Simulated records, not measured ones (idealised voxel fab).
Process module under the name voxel wiring stack
Xsec cut, 275 nm wide, square cell size 5 nm.
Cross-section = grid of square cells, listed top down in bands; band = one or more rows.
First you get the band's top height and its bottom height, in nm, and then the materials it's made of, left to right, with each width in nm. If you see a single material with "all across", that one covers the band edge to edge. "empty" is empty space.
The level at which height equals 0 is the one under which the wafer, as it arrives, is entirely one material. No lower edge exists for the bottom band, which continues downward and is notated as in "from 0 down".
Top row gets the first number, bottom row gets the second, and each row in between changes by the same step: that is how a band width like "30..40" works.
"left unchanged" -> step changed no cross-section cell.
This entry, "Enclosed void entries", enumerates those empty regions of no fewer than 8 cells that possess no open connection to the top. Each region is reported in the form width x height at distance, the distance being taken from the left edge, with all three quantities expressed in nm.
Heads up: the bit after the settings on a step's line is the simulator's remark on that step.
overlay nm: step with mask; distance mask lay right of planned place; negative value = left of planned place.
-- Planned process steps
step 1: RECEIVE, material Si
step 2: CONFORMAL_DEP, material SiO2, thk nm 15
step 3: DIRECTIONAL_DEP, material TiN, thk nm 5
step 4: DIRECTIONAL_DEP, material Ru, thk nm 25
step 5: PATTERN, tone cover, mask id METAL_1, material resist, width nm 25, pitch nm 40, thk nm 20, overlay nm 0
step 6: DIRECTIONAL_ETCH, etch materials Ru, depth nm 25
step 7: DIRECTIONAL_ETCH, etch materials TiN, depth nm 5
step 8: STRIP, etch materials resist
step 9: FILL_DEP, material lowk, thk nm 10
step 10: CMP, height nm 45
step 11: CONFORMAL_DEP, material SiCN, thk nm 5
step 12: DIRECTIONAL_DEP, material SiO2, thk nm 30
step 13: DIRECTIONAL_DEP, material aC, thk nm 10
step 14: PATTERN, tone open, mask id METAL_2, material resist, width nm 25, pitch nm 40, thk nm 30, overlay nm 0
step 15: DIRECTIONAL_ETCH, etch materials aC, depth nm 10
step 16: STRIP, etch materials resist
step 17: DIRECTIONAL_ETCH, etch materials SiO2, depth nm 20
step 18: STRIP, etch materials aC
step 19: DIRECTIONAL_DEP, material aC, thk nm 15
step 20: PATTERN, tone open, mask id METAL_2_HOLES, material resist, width nm 15, pitch nm 80, thk nm 35, overlay nm 0
step 21: DIRECTIONAL_ETCH, etch materials aC, depth nm 15
step 22: STRIP, etch materials resist
step 23: DIRECTIONAL_ETCH, etch materials SiO2, depth nm 10
step 24: DIRECTIONAL_ETCH, etch materials SiCN, depth nm 5
step 25: STRIP, etch materials aC
step 26: CONFORMAL_DEP, material TiN, thk nm 5
step 27: FILL_DEP, material Cu, thk nm 10
step 28: CMP, height nm 80
step 29: CONFORMAL_DEP, material SiCN, thk nm 5
step 30: DIRECTIONAL_DEP, material SiO2, thk nm 30
step 31: PATTERN, tone open, mask id METAL_3, material resist, width nm 25, pitch nm 40, thk nm 15, overlay nm 0
step 32: DIRECTIONAL_ETCH, etch materials SiO2, depth nm 20
step 33: STRIP, etch materials resist
step 34: DIRECTIONAL_DEP, material aC, thk nm 10
step 35: PATTERN, tone open, mask id METAL_3_HOLES, material resist, width nm 15, pitch nm 80, thk nm 25, overlay nm 0
step 36: DIRECTIONAL_ETCH, etch materials aC, depth nm 10
step 37: STRIP, etch materials resist
step 38: DIRECTIONAL_ETCH, etch materials SiO2, depth nm 10
step 39: DIRECTIONAL_ETCH, etch materials SiCN, depth nm 5
step 40: STRIP, etch materials aC
step 41: CONFORMAL_DEP, material TiN, thk nm 5
step 42: FILL_DEP, material Ru, thk nm 5
step 43: CMP, height nm 115
step 44: CONFORMAL_DEP, material SiCN, thk nm 5
step 45: DIRECTIONAL_DEP, material SiO2, thk nm 30
step 46: PATTERN, tone open, mask id METAL_4_HOLES, material resist, width nm 15, pitch nm 40, thk nm 20, overlay nm 0
step 47: DIRECTIONAL_ETCH, etch materials SiO2, depth nm 30
step 48: STRIP, etch materials resist
step 49: PATTERN, tone open, mask id METAL_4, material resist, width nm 25, pitch nm 40, thk nm 20, overlay nm 0
step 50: DIRECTIONAL_ETCH, etch materials SiO2, depth nm 20
step 51: DIRECTIONAL_ETCH, etch materials SiCN, depth nm 5
step 52: STRIP, etch materials resist
step 53: CONFORMAL_DEP, material TiN, thk nm 5
step 54: FILL_DEP, material Cu, thk nm 5
step 55: CMP, height nm 150
step 56: CONFORMAL_DEP, material SiCN, thk nm 5
-- As-received state of the wafer in cross-section, equivalent to post-step 1
    from 0 down | Si all across
    Enclosed void entries: none
-- End-of-module cross-section. Starting structure and process plan as above; one mistake made in running it
    from 155 to 150 | SiCN all across
    from 150 to 135 | 85 SiO2  5 TiN  15 Cu  5 TiN  15 SiO2  5 TiN  15 Cu  5 TiN  15 SiO2  5 TiN  15 Cu  5 TiN  85 SiO2
    from 135 to 130 | 85 SiO2  5 TiN  5 Cu  15 TiN  15 SiO2  5 TiN  5 Cu  15 TiN  15 SiO2  5 TiN  5 Cu  15 TiN  85 SiO2
    from 130 to 120 | 85 SiO2  5 TiN  5 Cu  5 TiN  25 SiO2  5 TiN  5 Cu  5 TiN  25 SiO2  5 TiN  5 Cu  5 TiN  95 SiO2
    from 120 to 115 | 85 SiCN  15 TiN  25 SiCN  15 TiN  25 SiCN  15 TiN  95 SiCN
    from 115 to 110 | Ru all across
    from 110 to 105 | 90 TiN  15 Ru  25 TiN  15 Ru  25 TiN  15 Ru  90 TiN
    from 105 to 100 | 85 SiO2  5 TiN  15 Ru  5 TiN  15 SiO2  5 TiN  15 Ru  5 TiN  15 SiO2  5 TiN  15 Ru  5 TiN  85 SiO2
    from 100 to 95 | 85 SiO2  5 TiN  5 Ru  15 TiN  15 SiO2  25 TiN  15 SiO2  5 TiN  5 Ru  15 TiN  85 SiO2
    from 95 to 85 | 85 SiO2  5 TiN  5 Ru  5 TiN  65 SiO2  5 TiN  5 Ru  5 TiN  95 SiO2
    from 85 to 80 | 85 SiCN  15 TiN  65 SiCN  15 TiN  95 SiCN
    from 80 to 65 | 85 SiO2  5 TiN  15 Cu  5 TiN  15 SiO2  5 TiN  15 Cu  5 TiN  15 SiO2  5 TiN  15 Cu  5 TiN  85 SiO2
    from 65 to 60 | 85 SiO2  5 TiN  5 Cu  15 TiN  15 SiO2  25 TiN  15 SiO2  5 TiN  5 Cu  15 TiN  85 SiO2
    from 60 to 50 | 85 SiO2  5 TiN  5 Cu  5 TiN  65 SiO2  5 TiN  5 Cu  5 TiN  95 SiO2
    from 50 to 45 | 85 SiCN  15 TiN  65 SiCN  15 TiN  95 SiCN
    from 45 to 20 | 85 lowk  25 Ru  15 lowk  25 Ru  15 lowk  25 Ru  85 lowk
    from 20 to 15 | 85 lowk  25 TiN  15 lowk  25 TiN  15 lowk  25 TiN  85 lowk
    from 15 to 0 | SiO2 all across
    from 0 down | Si all across
    Enclosed void entries: none
In executing the process, a mistake was made relative to the plan: steps 33 and 34 were swapped
